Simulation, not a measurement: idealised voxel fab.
Process module heading - voxel capacitor over wiring
Displayed cross-section: cut, width of 220 nm, square cells sized 5 nm.
When this document writes out a cross-section, it uses a grid of square cells and lists it as bands, beginning at the top and moving down, with a band standing for one or more rows of cells. A band entry consists of two parts. The first gives the height of the band's top and the height of its bottom, in nm. The rest lists the band's materials from left to right, each with its width in nm. A single material labelled with the word "edge to edge" fills the band from edge to edge, and the word "blank" marks empty space. All heights in this document are referenced to 0, defined as the level beneath which the wafer, as received, consists entirely of one material. The lowest band is not bounded below; it extends indefinitely downward and is written in the form "0 and below". Top row gets the first number, bottom row gets the second, and each row in between changes by the same step: that is how a band width like "30 to 40" works. You'll sometimes find "no change" written for a step, and that's the way of saying that nowhere in the cross-section did a cell change during that step. Entry "Voids, sealed". Content: empty spaces with no open connection to the top, size 8 cells or greater. Each: width x height at distance. Distance: from left edge. Unit: nm. Past the settings on a step's line: simulator remark, on that step. overlay nm: right-of-plan distance of the mask on a masked step; negative values mean left-of-plan.
LISTED BELOW ARE THE PROCESS STEPS AS PLANNED
step 1: RECEIVE: material Si
step 2: CONFORMAL_DEP: material SiO2, thk nm 10
step 3: DIRECTIONAL_DEP: material TiN, thk nm 5
step 4: DIRECTIONAL_DEP: material W, thk nm 20
step 5: MASKED_ETCH: tone cover, mask id METAL_1, width nm 30, pitch nm 100, etch materials W, depth nm 20, overlay nm 0
step 6: MASKED_ETCH: tone cover, mask id METAL_1, width nm 30, pitch nm 100, etch materials TiN, depth nm 5, overlay nm 0
step 7: CONFORMAL_DEP: material SiN, thk nm 5
step 8: FILL_DEP: material lowk, thk nm 10
step 9: CMP: height nm 35
step 10: CONFORMAL_DEP: material SiCN, thk nm 5
step 11: DIRECTIONAL_DEP: material lowk, thk nm 15
step 12: PATTERN: tone open, mask id PLUG_1, material resist, width nm 15, thk nm 15, overlay nm 0
step 13: DIRECTIONAL_ETCH: etch materials lowk, depth nm 15
step 14: DIRECTIONAL_ETCH: etch materials SiCN, depth nm 5
step 15: STRIP: etch materials resist
step 16: EPI: material Ru, thk nm 10
step 17: EPI: material Ru, thk nm 10
step 18: DIRECTIONAL_DEP: material TiN, thk nm 10
step 19: DIRECTIONAL_DEP: material Al2O3, thk nm 5
step 20: DIRECTIONAL_DEP: material TiN, thk nm 5
step 21: MASKED_ETCH: tone cover, mask id UPPER_PLATE, width nm 75, etch materials TiN, depth nm 5, overlay nm 0
step 22: MASKED_ETCH: tone cover, mask id UPPER_PLATE, width nm 75, etch materials Al2O3, depth nm 5, overlay nm 0
step 23: MASKED_ETCH: tone cover, mask id LOWER_PLATE, width nm 85, etch materials TiN, depth nm 10, overlay nm 0
step 24: FILL_DEP: material SiO2, thk nm 15
step 25: CMP: height nm 85
step 26: MASKED_ETCH: tone open, mask id PLUG_2, width nm 15, etch materials SiO2, depth nm 10, overlay nm 0
step 27: CONFORMAL_DEP: material TiN, thk nm 5
step 28: FILL_DEP: material W, thk nm 10
step 29: CMP: height nm 85
step 30: CONFORMAL_DEP: material SiN, thk nm 5
FIRST OF TWO WAFERS: RUN AS PLANNED
THE CROSS-SECTION HERE SHOWS THE WAFER AS RECEIVED, I.E. IN ITS STATE AFTER STEP 1
* 0 and below: Si edge to edge
* Voids, sealed: none
THE FOLLOWING CROSS-SECTION DEPICTS THE WAFER UPON COMPLETION OF STEP 2
* 10 down to 0: SiO2 edge to edge
* Beneath the level 0, the cross-section is identical to its previous state.
THE FOLLOWING CROSS-SECTION DEPICTS THE WAFER UPON COMPLETION OF STEP 3
* 15 down to 10: TiN edge to edge
* Beneath the level 10, the cross-section is identical to its previous state.
THE FOLLOWING CROSS-SECTION DEPICTS THE WAFER UPON COMPLETION OF STEP 4
* 35 down to 15: W edge to edge
* Beneath the level 15, the cross-section is identical to its previous state.
THE FOLLOWING CROSS-SECTION DEPICTS THE WAFER UPON COMPLETION OF STEP 5
* 35 down to 15: blank: 45, then W: 30, then blank: 70, then W: 30, then blank: 45
* Beneath the level 15, the cross-section is identical to its previous state.
THE FOLLOWING CROSS-SECTION DEPICTS THE WAFER UPON COMPLETION OF STEP 6
* 35 down to 15: blank: 45, then W: 30, then blank: 70, then W: 30, then blank: 45
* 15 down to 10: blank: 45, then TiN: 30, then blank: 70, then TiN: 30, then blank: 45
* Beneath the level 10, the cross-section is identical to its previous state.
THE FOLLOWING CROSS-SECTION DEPICTS THE WAFER UPON COMPLETION OF STEP 7
* 40 down to 35: blank: 40, then SiN: 40, then blank: 60, then SiN: 40, then blank: 40
* 35 down to 15: blank: 40, then SiN: 5, then W: 30, then SiN: 5, then blank: 60, then SiN: 5, then W: 30, then SiN: 5, then blank: 40
* 15 down to 10: SiN: 45, then TiN: 30, then SiN: 70, then TiN: 30, then SiN: 45
* Beneath the level 10, the cross-section is identical to its previous state.
THE FOLLOWING CROSS-SECTION DEPICTS THE WAFER UPON COMPLETION OF STEP 8
* 50 down to 40: lowk edge to edge
* 40 down to 35: lowk: 40, then SiN: 40, then lowk: 60, then SiN: 40, then lowk: 40
* 35 down to 15: lowk: 40, then SiN: 5, then W: 30, then SiN: 5, then lowk: 60, then SiN: 5, then W: 30, then SiN: 5, then lowk: 40
* Beneath the level 15, the cross-section is identical to its previous state.
THE FOLLOWING CROSS-SECTION DEPICTS THE WAFER UPON COMPLETION OF STEP 9
* 35 down to 15: lowk: 40, then SiN: 5, then W: 30, then SiN: 5, then lowk: 60, then SiN: 5, then W: 30, then SiN: 5, then lowk: 40
* Beneath the level 15, the cross-section is identical to its previous state.
THE FOLLOWING CROSS-SECTION DEPICTS THE WAFER UPON COMPLETION OF STEP 10
* 40 down to 35: SiCN edge to edge
* Beneath the level 35, the cross-section is identical to its previous state.
THE FOLLOWING CROSS-SECTION DEPICTS THE WAFER UPON COMPLETION OF STEP 11
* 55 down to 40: lowk edge to edge
* Beneath the level 40, the cross-section is identical to its previous state.
THE FOLLOWING CROSS-SECTION DEPICTS THE WAFER UPON COMPLETION OF STEP 12
* 70 down to 55: resist: 60, then blank: 15, then resist: 145
* Beneath the level 55, the cross-section is identical to its previous state.
THE FOLLOWING CROSS-SECTION DEPICTS THE WAFER UPON COMPLETION OF STEP 13
* 70 down to 55: resist: 60, then blank: 15, then resist: 145
* 55 down to 40: lowk: 60, then blank: 15, then lowk: 145
* Beneath the level 40, the cross-section is identical to its previous state.
THE FOLLOWING CROSS-SECTION DEPICTS THE WAFER UPON COMPLETION OF STEP 14
* 70 down to 55: resist: 60, then blank: 15, then resist: 145
* 55 down to 40: lowk: 60, then blank: 15, then lowk: 145
* 40 down to 35: SiCN: 60, then blank: 15, then SiCN: 145
* Beneath the level 35, the cross-section is identical to its previous state.
THE FOLLOWING CROSS-SECTION DEPICTS THE WAFER UPON COMPLETION OF STEP 15
* 55 down to 40: lowk: 60, then blank: 15, then lowk: 145
* Beneath the level 40, the cross-section is identical to its previous state.
THE FOLLOWING CROSS-SECTION DEPICTS THE WAFER UPON COMPLETION OF STEP 16
* 55 down to 45: lowk: 60, then blank: 15, then lowk: 145
* 45 down to 40: lowk: 60, then Ru: 15, then lowk: 145
* 40 down to 35: SiCN: 60, then Ru: 15, then SiCN: 145
* Beneath the level 35, the cross-section is identical to its previous state.
THE FOLLOWING CROSS-SECTION DEPICTS THE WAFER UPON COMPLETION OF STEP 17
* 55 down to 40: lowk: 60, then Ru: 15, then lowk: 145
* Beneath the level 40, the cross-section is identical to its previous state.
THE FOLLOWING CROSS-SECTION DEPICTS THE WAFER UPON COMPLETION OF STEP 18
* 65 down to 55: TiN edge to edge
* Beneath the level 55, the cross-section is identical to its previous state.
THE FOLLOWING CROSS-SECTION DEPICTS THE WAFER UPON COMPLETION OF STEP 19
* 70 down to 65: Al2O3 edge to edge
* Beneath the level 65, the cross-section is identical to its previous state.
THE FOLLOWING CROSS-SECTION DEPICTS THE WAFER UPON COMPLETION OF STEP 20
* 75 down to 70: TiN edge to edge
* Beneath the level 70, the cross-section is identical to its previous state.
THE FOLLOWING CROSS-SECTION DEPICTS THE WAFER UPON COMPLETION OF STEP 21
* 75 down to 70: blank: 60, then TiN: 75, then blank: 85
* Beneath the level 70, the cross-section is identical to its previous state.
THE FOLLOWING CROSS-SECTION DEPICTS THE WAFER UPON COMPLETION OF STEP 22
* 75 down to 70: blank: 60, then TiN: 75, then blank: 85
* 70 down to 65: blank: 60, then Al2O3: 75, then blank: 85
* Beneath the level 65, the cross-section is identical to its previous state.
THE FOLLOWING CROSS-SECTION DEPICTS THE WAFER UPON COMPLETION OF STEP 23
* 75 down to 70: blank: 60, then TiN: 75, then blank: 85
* 70 down to 65: blank: 60, then Al2O3: 75, then blank: 85
* 65 down to 55: blank: 55, then TiN: 85, then blank: 80
* Beneath the level 55, the cross-section is identical to its previous state.
THE FOLLOWING CROSS-SECTION DEPICTS THE WAFER UPON COMPLETION OF STEP 24
* 90 down to 75: SiO2 edge to edge
* 75 down to 70: SiO2: 60, then TiN: 75, then SiO2: 85
* 70 down to 65: SiO2: 60, then Al2O3: 75, then SiO2: 85
* 65 down to 55: SiO2: 55, then TiN: 85, then SiO2: 80
* Beneath the level 55, the cross-section is identical to its previous state.
THE FOLLOWING CROSS-SECTION DEPICTS THE WAFER UPON COMPLETION OF STEP 25
* 85 down to 75: SiO2 edge to edge
* Beneath the level 75, the cross-section is identical to its previous state.
THE FOLLOWING CROSS-SECTION DEPICTS THE WAFER UPON COMPLETION OF STEP 26
* 85 down to 75: SiO2: 70, then blank: 15, then SiO2: 135
* Beneath the level 75, the cross-section is identical to its previous state.
THE FOLLOWING CROSS-SECTION DEPICTS THE WAFER UPON COMPLETION OF STEP 27
* 90 down to 85: TiN: 75, then blank: 5, then TiN: 140
* 85 down to 80: SiO2: 70, then TiN: 5, then blank: 5, then TiN: 5, then SiO2: 135
* 80 down to 70: SiO2: 70 to 60, then TiN: 15 to 75, then SiO2: 135 to 85
* Beneath the level 70, the cross-section is identical to its previous state.
THE FOLLOWING CROSS-SECTION DEPICTS THE WAFER UPON COMPLETION OF STEP 28
* 100 down to 90: W edge to edge
* 90 down to 85: TiN: 75, then W: 5, then TiN: 140
* 85 down to 80: SiO2: 70, then TiN: 5, then W: 5, then TiN: 5, then SiO2: 135
* Beneath the level 80, the cross-section is identical to its previous state.
THE FOLLOWING CROSS-SECTION DEPICTS THE WAFER UPON COMPLETION OF STEP 29
* 85 down to 80: SiO2: 70, then TiN: 5, then W: 5, then TiN: 5, then SiO2: 135
* Beneath the level 80, the cross-section is identical to its previous state.
THE FOLLOWING CROSS-SECTION DEPICTS THE WAFER UPON COMPLETION OF STEP 30
* 90 down to 85: SiN edge to edge
* Beneath the level 85, the cross-section is identical to its previous state.
THE SECOND WAFER: COMMON ORIGIN AND PLAN, ONE MISTAKE IN EXECUTION, IDENTICAL TO THE FIRST THROUGH STEP 22
PLANNED END OF STEP 23: SECOND WAFER, CROSS-SECTION
* 75 down to 70: blank: 60, then TiN: 75, then blank: 85
* 70 down to 65: blank: 60, then Al2O3: 75, then blank: 85
* 65 down to 55: blank: 50, then TiN: 85, then blank: 85
* Beneath the level 55, the cross-section is identical to its previous state.
PLANNED END OF STEP 24: SECOND WAFER, CROSS-SECTION
* 90 down to 75: SiO2 edge to edge
* 75 down to 70: SiO2: 60, then TiN: 75, then SiO2: 85
* 70 down to 65: SiO2: 60, then Al2O3: 75, then SiO2: 85
* 65 down to 55: SiO2: 50, then TiN: 85, then SiO2: 85
* Beneath the level 55, the cross-section is identical to its previous state.
PLANNED END OF STEP 25: SECOND WAFER, CROSS-SECTION
* 85 down to 75: SiO2 edge to edge
* Beneath the level 75, the cross-section is identical to its previous state.
PLANNED END OF STEP 26: SECOND WAFER, CROSS-SECTION
* 85 down to 75: SiO2: 70, then blank: 15, then SiO2: 135
* Beneath the level 75, the cross-section is identical to its previous state.
PLANNED END OF STEP 27: SECOND WAFER, CROSS-SECTION
* 90 down to 85: TiN: 75, then blank: 5, then TiN: 140
* 85 down to 80: SiO2: 70, then TiN: 5, then blank: 5, then TiN: 5, then SiO2: 135
* 80 down to 70: SiO2: 70 to 60, then TiN: 15 to 75, then SiO2: 135 to 85
* Beneath the level 70, the cross-section is identical to its previous state.
PLANNED END OF STEP 28: SECOND WAFER, CROSS-SECTION
* 100 down to 90: W edge to edge
* 90 down to 85: TiN: 75, then W: 5, then TiN: 140
* 85 down to 80: SiO2: 70, then TiN: 5, then W: 5, then TiN: 5, then SiO2: 135
* Beneath the level 80, the cross-section is identical to its previous state.
PLANNED END OF STEP 29: SECOND WAFER, CROSS-SECTION
* 85 down to 80: SiO2: 70, then TiN: 5, then W: 5, then TiN: 5, then SiO2: 135
* Beneath the level 80, the cross-section is identical to its previous state.
PLANNED END OF STEP 30: SECOND WAFER, CROSS-SECTION
* 90 down to 85: SiN edge to edge
* Beneath the level 85, the cross-section is identical to its previous state.
Nonconformance to the process plan: step 23 changed vs plan, executed as MASKED_ETCH: tone cover, mask id LOWER_PLATE, width nm 85, etch materials TiN, depth nm 10, overlay nm -5
Upon completion, the cell count for each material on the second wafer equals that on the first, whereas the spatial distribution of those cells differs.
